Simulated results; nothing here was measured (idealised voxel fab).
Process module, titled voxel transistor to metal
Cross-section cut: width 295 nm, square cells of 5 nm.
Think of the cross-section as a grid of square cells. We describe it in bands, top to bottom, and each band covers one or more rows of those cells.
Band: top height; bottom height; in nm. Then, left to right: material with width in nm, for each material. "throughout": a single material spanning edge to edge. "blank": empty space.
Heights are expressed relative to 0, this being the level below which the as-received wafer comprises one material exclusively. The lowest band is unbounded in the downward direction and is denoted as in "z 0 and below".
The expression "30->40" gives the width at the extremes of the band, the first number at its top row of cells and the second at its bottom row, with the width changing by equal amounts from each row to the next in between.
It should be understood that the words "no alterations made", when stated for a given step, signify that the cross-section underwent no change in any of its cells during that step.
Basically, "Enclosed empty spaces" tells you about the enclosed voids: empty spaces with no open way to the top, 8 cells or bigger, each written width x height at distance, where distance is from the left edge, all in nm.
Text after the settings on a step's line: the simulator's own remark on that step.
Each step line may optionally specify "overlay nm", which for a step with a mask gives the rightward distance between the mask's planned place and where it lay, a negative value indicating the leftward direction.

The planned process steps are enumerated hereunder
1: RECEIVE, material Si
2: OXIDIZE, depth nm 5
3: CONFORMAL_DEP, material SiN, thk nm 15
4: DIRECTIONAL_DEP, material aC, thk nm 10
5: PATTERN, tone cover, mask id ACTIVE, material resist, width nm 95, pitch nm 125, thk nm 30, overlay nm 0
6: DIRECTIONAL_ETCH, etch materials aC, depth nm 10
7: STRIP, etch materials resist
8: DIRECTIONAL_ETCH, etch materials SiN, depth nm 15
9: DIRECTIONAL_ETCH, etch materials SiO2, depth nm 5
10: DIRECTIONAL_ETCH, etch materials Si, depth nm 30
11: STRIP, etch materials aC
12: OXIDIZE, depth nm 5
13: FILL_DEP, material SiO2, thk nm 10
14: CMP, height nm 15
15: SELECTIVE_ETCH, etch materials SiO2, depth nm 10
16: STRIP, etch materials SiN
17: SELECTIVE_ETCH, etch materials SiO2, depth nm 5
18: OXIDIZE, depth nm 5
19: DIRECTIONAL_DEP, material polySi, thk nm 20
20: DIRECTIONAL_DEP, material SiCN, thk nm 10
21: PATTERN, tone cover, mask id GATE, material resist, width nm 15, pitch nm 125, thk nm 15, overlay nm 0
22: DIRECTIONAL_ETCH, etch materials SiCN, depth nm 20
23: DIRECTIONAL_ETCH, etch materials polySi, depth nm 30
24: STRIP, etch materials resist
25: CONFORMAL_DEP, material SiN, thk nm 5
26: DIRECTIONAL_ETCH, etch materials SiN, depth nm 5
27: DIRECTIONAL_ETCH, etch materials SiO2, depth nm 5
28: DIRECTIONAL_ETCH, etch materials Si, depth nm 10
29: EPI, material SiGe, thk nm 15
30: FILL_DEP, material SiO2, thk nm 5
31: CMP, height nm 25
32: DIRECTIONAL_DEP, material SiO2, thk nm 15
33: MASKED_ETCH, tone open, mask id CONTACT, width nm 25, etch materials SiO2, depth nm 45, overlay nm 0
34: CONFORMAL_DEP, material TiN, thk nm 5
35: FILL_DEP, material Ru, thk nm 5
36: CMP, height nm 40
37: DIRECTIONAL_DEP, material TiN, thk nm 5
38: DIRECTIONAL_DEP, material Ru, thk nm 15
39: MASKED_ETCH, tone cover, mask id METAL_1, width nm 15, etch materials Ru, depth nm 5, overlay nm 0
40: MASKED_ETCH, tone cover, mask id METAL_1, width nm 15, etch materials TiN, depth nm 5, overlay nm 0
41: CONFORMAL_DEP, material SiCN, thk nm 5
42: FILL_DEP, material lowk, thk nm 10
43: CMP, height nm 60
44: CONFORMAL_DEP, material SiN, thk nm 5
Quick note for whoever runs this: the wafers start identical, but the depth nm at step 39 isn't the same across them. The plan just shows what the first wafer had.

First of several wafers (as received, post step 1), cross-sectional view
z 0 and below: Si throughout
Enclosed empty spaces: none

Shown in cross-section: the first of several wafers at the end of the module, after its last step, step 44
z 65 to 60: SiN throughout
z 60 to 55: SiCN=45  Ru=15  SiCN=45  Ru=15  SiCN=50  Ru=15  SiCN=45  Ru=15  SiCN=50
z 55 to 45: Ru throughout
z 45 to 40: TiN throughout
z 40 to 25: SiO2=45  TiN=5  Ru=15  TiN=5  SiO2=25  TiN=5  Ru=15  TiN=5  SiO2=50  TiN=5  Ru=15  TiN=5  SiO2=25  TiN=5  Ru=15  TiN=5  SiO2=50
z 25 to 15: SiO2=45  TiN=5  Ru=15  TiN=5  SiN=5  SiCN=15  SiN=5  TiN=5  Ru=15  TiN=5  SiO2=50  TiN=5  Ru=15  TiN=5  SiN=5  SiCN=15  SiN=5  TiN=5  Ru=15  TiN=5  SiO2=50
z 15 to 10: SiO2=45  TiN=5  Ru=15  TiN=5  SiN=5  polySi=15  SiN=5  TiN=5  Ru=15  TiN=5  SiO2=50  TiN=5  Ru=15  TiN=5  SiN=5  polySi=15  SiN=5  TiN=5  Ru=15  TiN=5  SiO2=50
z 10 to 5: SiO2=45  TiN=25  SiN=5  polySi=15  SiN=5  TiN=25  SiO2=50  TiN=25  SiN=5  polySi=15  SiN=5  TiN=25  SiO2=50
z 5 to 0: SiO2=45  TiN=10  SiGe=15  SiN=5  polySi=15  SiN=5  SiGe=15  TiN=10  SiO2=50  TiN=10  SiGe=15  SiN=5  polySi=15  SiN=5  SiGe=15  TiN=10  SiO2=50
z 0 to -5: SiO2=30  SiN=5  SiO2=10  TiN=10  SiGe=15  SiN=5  polySi=15  SiN=5  SiGe=15  TiN=10  SiO2=10  SiN=5  SiO2=20  SiN=5  SiO2=10  TiN=10  SiGe=15  SiN=5  polySi=15  SiN=5  SiGe=15  TiN=10  SiO2=10  SiN=5  SiO2=35
z -5 to -10: SiO2=35  SiGe=35  SiO2=25  SiGe=35  SiO2=30  SiGe=35  SiO2=25  SiGe=35  SiO2=40
z -10 to -20: SiO2=40  SiGe=30  Si=25  SiGe=30  SiO2=40  SiGe=30  Si=25  SiGe=30  SiO2=45
z -20 to -40: SiO2=40  Si=85  SiO2=40  Si=85  SiO2=45
z -40 and below: Si throughout
Enclosed empty spaces: none

So this is the cross-section on the last wafer at the end of the module
z 65 to 60: SiN throughout
z 60 to 45: lowk=40  SiCN=5  Ru=15  SiCN=5  lowk=35  SiCN=5  Ru=15  SiCN=5  lowk=40  SiCN=5  Ru=15  SiCN=5  lowk=35  SiCN=5  Ru=15  SiCN=5  lowk=45
z 45 to 40: SiCN=45  TiN=15  SiCN=45  TiN=15  SiCN=50  TiN=15  SiCN=45  TiN=15  SiCN=50
z 40 to 25: SiO2=45  TiN=5  Ru=15  TiN=5  SiO2=25  TiN=5  Ru=15  TiN=5  SiO2=50  TiN=5  Ru=15  TiN=5  SiO2=25  TiN=5  Ru=15  TiN=5  SiO2=50
z 25 to 15: SiO2=45  TiN=5  Ru=15  TiN=5  SiN=5  SiCN=15  SiN=5  TiN=5  Ru=15  TiN=5  SiO2=50  TiN=5  Ru=15  TiN=5  SiN=5  SiCN=15  SiN=5  TiN=5  Ru=15  TiN=5  SiO2=50
z 15 to 10: SiO2=45  TiN=5  Ru=15  TiN=5  SiN=5  polySi=15  SiN=5  TiN=5  Ru=15  TiN=5  SiO2=50  TiN=5  Ru=15  TiN=5  SiN=5  polySi=15  SiN=5  TiN=5  Ru=15  TiN=5  SiO2=50
z 10 to 5: SiO2=45  TiN=25  SiN=5  polySi=15  SiN=5  TiN=25  SiO2=50  TiN=25  SiN=5  polySi=15  SiN=5  TiN=25  SiO2=50
z 5 to 0: SiO2=45  TiN=10  SiGe=15  SiN=5  polySi=15  SiN=5  SiGe=15  TiN=10  SiO2=50  TiN=10  SiGe=15  SiN=5  polySi=15  SiN=5  SiGe=15  TiN=10  SiO2=50
z 0 to -5: SiO2=30  SiN=5  SiO2=10  TiN=10  SiGe=15  SiN=5  polySi=15  SiN=5  SiGe=15  TiN=10  SiO2=10  SiN=5  SiO2=20  SiN=5  SiO2=10  TiN=10  SiGe=15  SiN=5  polySi=15  SiN=5  SiGe=15  TiN=10  SiO2=10  SiN=5  SiO2=35
z -5 to -10: SiO2=35  SiGe=35  SiO2=25  SiGe=35  SiO2=30  SiGe=35  SiO2=25  SiGe=35  SiO2=40
z -10 to -20: SiO2=40  SiGe=30  Si=25  SiGe=30  SiO2=40  SiGe=30  Si=25  SiGe=30  SiO2=45
z -20 to -40: SiO2=40  Si=85  SiO2=40  Si=85  SiO2=45
z -40 and below: Si throughout
Enclosed empty spaces: none

Gained (+) or lost (-) cells of each material since receipt, then closed voids: one row per wafer, at the end of the module
depth nm 5, +202 Ru, -316 Si, +59 SiCN, +100 SiGe, +87 SiN, +468 SiO2, +143 TiN, +24 polySi, Enclosed empty spaces: none
depth nm 10, +155 Ru, -316 Si, +67 SiCN, +100 SiGe, +87 SiN, +468 SiO2, +143 TiN, +39 lowk, +24 polySi, Enclosed empty spaces: none
depth nm 15, +108 Ru, -316 Si, +83 SiCN, +100 SiGe, +87 SiN, +468 SiO2, +96 TiN, +117 lowk, +24 polySi, Enclosed empty spaces: none
depth nm 20, +108 Ru, -316 Si, +83 SiCN, +100 SiGe, +87 SiN, +468 SiO2, +96 TiN, +117 lowk, +24 polySi, Enclosed empty spaces: none
depth nm 25, +108 Ru, -316 Si, +83 SiCN, +100 SiGe, +87 SiN, +468 SiO2, +96 TiN, +117 lowk, +24 polySi, Enclosed empty spaces: none
depth nm 30, +108 Ru, -316 Si, +83 SiCN, +100 SiGe, +87 SiN, +468 SiO2, +96 TiN, +117 lowk, +24 polySi, Enclosed empty spaces: none
